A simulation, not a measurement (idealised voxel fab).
voxel gate over fins: a process module
The cross-section on display is named cut; it measures 165 nm wide, and its cells are 5 nm squares.
Cross-section layout: square cells on a grid; listed as bands, top to bottom; a band spans one or more cell rows.
This entry defines a band. It first specifies the height of the band's top and the height of its bottom in nm, and then specifies the band's materials from left to right, stating each material with its width in nm. The word "full width" identifies a single material that fills the band from edge to edge, while the word "blank" identifies empty space.
Beneath 0, the wafer as received is one material, and that level is where height counting begins. The lowest band goes on downward without a bottom; it is written like "0 -> down".
So if you see something like "30->40" for the width, read it as the top row of the band sitting at the first number and the bottom row at the second, with every row in between moving by the same amount as the last.
"identical to before", as given for a step, is the statement that not any cell of the cross-section underwent a change during that step.
"Enclosed void inventory" - sealed voids, min. 8 cells, no opening to top; format: width x height at distance (distance from left edge; nm throughout).
Note: text after step settings on the step line = simulator remark on that step.
The "overlay nm" setting may appear on a step's line; for a step that uses a mask, it gives how far to the right of its planned position the mask lay, and a negative value indicates the left.

So here's the lineup of process steps we planned
1 RECEIVE, material Si
2 CONFORMAL_DEP, material SiN, thk nm 5
3 DIRECTIONAL_DEP, material aC, thk nm 15
4 PATTERN, tone cover, mask id FINS, material resist, width nm 15, pitch nm 40, thk nm 35, overlay nm 0
5 DIRECTIONAL_ETCH, etch materials aC, depth nm 15
6 STRIP, etch materials resist
7 DIRECTIONAL_ETCH, etch materials SiN, depth nm 5
8 DIRECTIONAL_ETCH, etch materials Si, depth nm 35
9 STRIP, etch materials aC
10 FILL_DEP, material SiO2, thk nm 5
11 CMP, height nm 5
12 SELECTIVE_ETCH, etch materials SiO2, depth nm 15
13 STRIP, etch materials SiN
14 CONFORMAL_DEP, material HfO2, thk nm 5
15 CONFORMAL_DEP, material TiN, thk nm 5
16 FILL_DEP, material W, thk nm 15
17 CMP, height nm 20
18 CONFORMAL_DEP, material SiN, thk nm 10

Concerning the first of two wafers, which was run in accordance with the plan

Cross-section of the wafer as it came to us, i.e., already through step 1
  0 -> down: Si full width
  Enclosed void inventory: none

State of the wafer after step 2, shown in cross-section
  5 -> 0: SiN full width
  Rest of section, below 0: as before.

State of the wafer after step 3, shown in cross-section
  20 -> 5: aC full width
  Rest of section, below 5: as before.

State of the wafer after step 4, shown in cross-section
  55 -> 20: blank 15, resist 15, blank 25, resist 15, blank 25, resist 15, blank 25, resist 15, blank 15
  Rest of section, below 20: as before.

State of the wafer after step 5, shown in cross-section
  40 -> 20: blank 15, resist 15, blank 25, resist 15, blank 25, resist 15, blank 25, resist 15, blank 15
  20 -> 5: blank 15, aC 15, blank 25, aC 15, blank 25, aC 15, blank 25, aC 15, blank 15
  Rest of section, below 5: as before.

State of the wafer after step 6, shown in cross-section
  20 -> 5: blank 15, aC 15, blank 25, aC 15, blank 25, aC 15, blank 25, aC 15, blank 15
  Rest of section, below 5: as before.

State of the wafer after step 7, shown in cross-section
  20 -> 5: blank 15, aC 15, blank 25, aC 15, blank 25, aC 15, blank 25, aC 15, blank 15
  5 -> 0: blank 15, SiN 15, blank 25, SiN 15, blank 25, SiN 15, blank 25, SiN 15, blank 15
  Rest of section, below 0: as before.

State of the wafer after step 8, shown in cross-section
  20 -> 5: blank 15, aC 15, blank 25, aC 15, blank 25, aC 15, blank 25, aC 15, blank 15
  5 -> 0: blank 15, SiN 15, blank 25, SiN 15, blank 25, SiN 15, blank 25, SiN 15, blank 15
  0 -> -35: blank 15, Si 15, blank 25, Si 15, blank 25, Si 15, blank 25, Si 15, blank 15
  Rest of section, below -35: as before.

State of the wafer after step 9, shown in cross-section
  5 -> 0: blank 15, SiN 15, blank 25, SiN 15, blank 25, SiN 15, blank 25, SiN 15, blank 15
  Rest of section, below 0: as before.

State of the wafer after step 10, shown in cross-section
  10 -> 5: SiO2 full width
  5 -> 0: SiO2 15, SiN 15, SiO2 25, SiN 15, SiO2 25, SiN 15, SiO2 25, SiN 15, SiO2 15
  0 -> -35: SiO2 15, Si 15, SiO2 25, Si 15, SiO2 25, Si 15, SiO2 25, Si 15, SiO2 15
  Rest of section, below -35: as before.

State of the wafer after step 11, shown in cross-section
  5 -> 0: SiO2 15, SiN 15, SiO2 25, SiN 15, SiO2 25, SiN 15, SiO2 25, SiN 15, SiO2 15
  Rest of section, below 0: as before.

State of the wafer after step 12, shown in cross-section
  5 -> 0: blank 15, SiN 15, blank 25, SiN 15, blank 25, SiN 15, blank 25, SiN 15, blank 15
  0 -> -10: blank 15, Si 15, blank 25, Si 15, blank 25, Si 15, blank 25, Si 15, blank 15
  Rest of section, below -10: as before.

State of the wafer after step 13, shown in cross-section
  0 -> -10: blank 15, Si 15, blank 25, Si 15, blank 25, Si 15, blank 25, Si 15, blank 15
  Rest of section, below -10: as before.

State of the wafer after step 14, shown in cross-section
  5 -> 0: blank 10, HfO2 25, blank 15, HfO2 25, blank 15, HfO2 25, blank 15, HfO2 25, blank 10
  0 -> -5: blank 10, HfO2 5, Si 15, HfO2 5, blank 15, HfO2 5, Si 15, HfO2 5, blank 15, HfO2 5, Si 15, HfO2 5, blank 15, HfO2 5, Si 15, HfO2 5, blank 10
  -5 -> -10: HfO2 15, Si 15, HfO2 25, Si 15, HfO2 25, Si 15, HfO2 25, Si 15, HfO2 15
  Rest of section, below -10: as before.

State of the wafer after step 15, shown in cross-section
  10 -> 5: blank 5, TiN 35, blank 5, TiN 35, blank 5, TiN 35, blank 5, TiN 35, blank 5
  5 -> 0: blank 5, TiN 5, HfO2 25, TiN 5, blank 5, TiN 5, HfO2 25, TiN 5, blank 5, TiN 5, HfO2 25, TiN 5, blank 5, TiN 5, HfO2 25, TiN 5, blank 5
  0 -> -5: TiN 10, HfO2 5, Si 15, HfO2 5, TiN 15, HfO2 5, Si 15, HfO2 5, TiN 15, HfO2 5, Si 15, HfO2 5, TiN 15, HfO2 5, Si 15, HfO2 5, TiN 10
  Rest of section, below -5: as before.

State of the wafer after step 16, shown in cross-section
  25 -> 10: W full width
  10 -> 5: W 5, TiN 35, W 5, TiN 35, W 5, TiN 35, W 5, TiN 35, W 5
  5 -> 0: W 5, TiN 5, HfO2 25, TiN 5, W 5, TiN 5, HfO2 25, TiN 5, W 5, TiN 5, HfO2 25, TiN 5, W 5, TiN 5, HfO2 25, TiN 5, W 5
  Rest of section, below 0: as before.

State of the wafer after step 17, shown in cross-section
  20 -> 10: W full width
  Rest of section, below 10: as before.

State of the wafer after step 18, shown in cross-section
  30 -> 20: SiN full width
  Rest of section, below 20: as before.

Second wafer, same starting conditions and recipe as the first, one mistake in executing it, nothing differs from the first up to and including step 7

Cross-section, second wafer, at the end time the plan gives for step 8
  20 -> 5: blank 15, aC 15, blank 25, aC 15, blank 25, aC 15, blank 25, aC 15, blank 15
  5 -> 0: blank 15, SiN 15, blank 25, SiN 15, blank 25, SiN 15, blank 25, SiN 15, blank 15
  0 -> -70: blank 15, Si 15, blank 25, Si 15, blank 25, Si 15, blank 25, Si 15, blank 15
  Rest of section, below -70: as before.

Cross-section, second wafer, at the end time the plan gives for step 9
  5 -> 0: blank 15, SiN 15, blank 25, SiN 15, blank 25, SiN 15, blank 25, SiN 15, blank 15
  Rest of section, below 0: as before.

Cross-section, second wafer, at the end time the plan gives for step 10
  10 -> 5: SiO2 full width
  5 -> 0: SiO2 15, SiN 15, SiO2 25, SiN 15, SiO2 25, SiN 15, SiO2 25, SiN 15, SiO2 15
  0 -> -70: SiO2 15, Si 15, SiO2 25, Si 15, SiO2 25, Si 15, SiO2 25, Si 15, SiO2 15
  Rest of section, below -70: as before.

Cross-section, second wafer, at the end time the plan gives for step 11
  5 -> 0: SiO2 15, SiN 15, SiO2 25, SiN 15, SiO2 25, SiN 15, SiO2 25, SiN 15, SiO2 15
  Rest of section, below 0: as before.

Cross-section, second wafer, at the end time the plan gives for step 12
  5 -> 0: blank 15, SiN 15, blank 25, SiN 15, blank 25, SiN 15, blank 25, SiN 15, blank 15
  0 -> -10: blank 15, Si 15, blank 25, Si 15, blank 25, Si 15, blank 25, Si 15, blank 15
  Rest of section, below -10: as before.

Cross-section, second wafer, at the end time the plan gives for step 13
  0 -> -10: blank 15, Si 15, blank 25, Si 15, blank 25, Si 15, blank 25, Si 15, blank 15
  Rest of section, below -10: as before.

Cross-section, second wafer, at the end time the plan gives for step 14
  5 -> 0: blank 10, HfO2 25, blank 15, HfO2 25, blank 15, HfO2 25, blank 15, HfO2 25, blank 10
  0 -> -5: blank 10, HfO2 5, Si 15, HfO2 5, blank 15, HfO2 5, Si 15, HfO2 5, blank 15, HfO2 5, Si 15, HfO2 5, blank 15, HfO2 5, Si 15, HfO2 5, blank 10
  -5 -> -10: HfO2 15, Si 15, HfO2 25, Si 15, HfO2 25, Si 15, HfO2 25, Si 15, HfO2 15
  Rest of section, below -10: as before.

Cross-section, second wafer, at the end time the plan gives for step 15
  10 -> 5: blank 5, TiN 35, blank 5, TiN 35, blank 5, TiN 35, blank 5, TiN 35, blank 5
  5 -> 0: blank 5, TiN 5, HfO2 25, TiN 5, blank 5, TiN 5, HfO2 25, TiN 5, blank 5, TiN 5, HfO2 25, TiN 5, blank 5, TiN 5, HfO2 25, TiN 5, blank 5
  0 -> -5: TiN 10, HfO2 5, Si 15, HfO2 5, TiN 15, HfO2 5, Si 15, HfO2 5, TiN 15, HfO2 5, Si 15, HfO2 5, TiN 15, HfO2 5, Si 15, HfO2 5, TiN 10
  Rest of section, below -5: as before.

Cross-section, second wafer, at the end time the plan gives for step 16
  25 -> 10: W full width
  10 -> 5: W 5, TiN 35, W 5, TiN 35, W 5, TiN 35, W 5, TiN 35, W 5
  5 -> 0: W 5, TiN 5, HfO2 25, TiN 5, W 5, TiN 5, HfO2 25, TiN 5, W 5, TiN 5, HfO2 25, TiN 5, W 5, TiN 5, HfO2 25, TiN 5, W 5
  Rest of section, below 0: as before.

Cross-section, second wafer, at the end time the plan gives for step 17
  20 -> 10: W full width
  Rest of section, below 10: as before.

Cross-section, second wafer, at the end time the plan gives for step 18
  30 -> 20: SiN full width
  Rest of section, below 20: as before.
What was done differently from what was planned? regarding the plan, step 8 was run twice
Final comparison by cell count, materials where the second wafer has more or fewer than the first: -147 Si | +147 SiO2
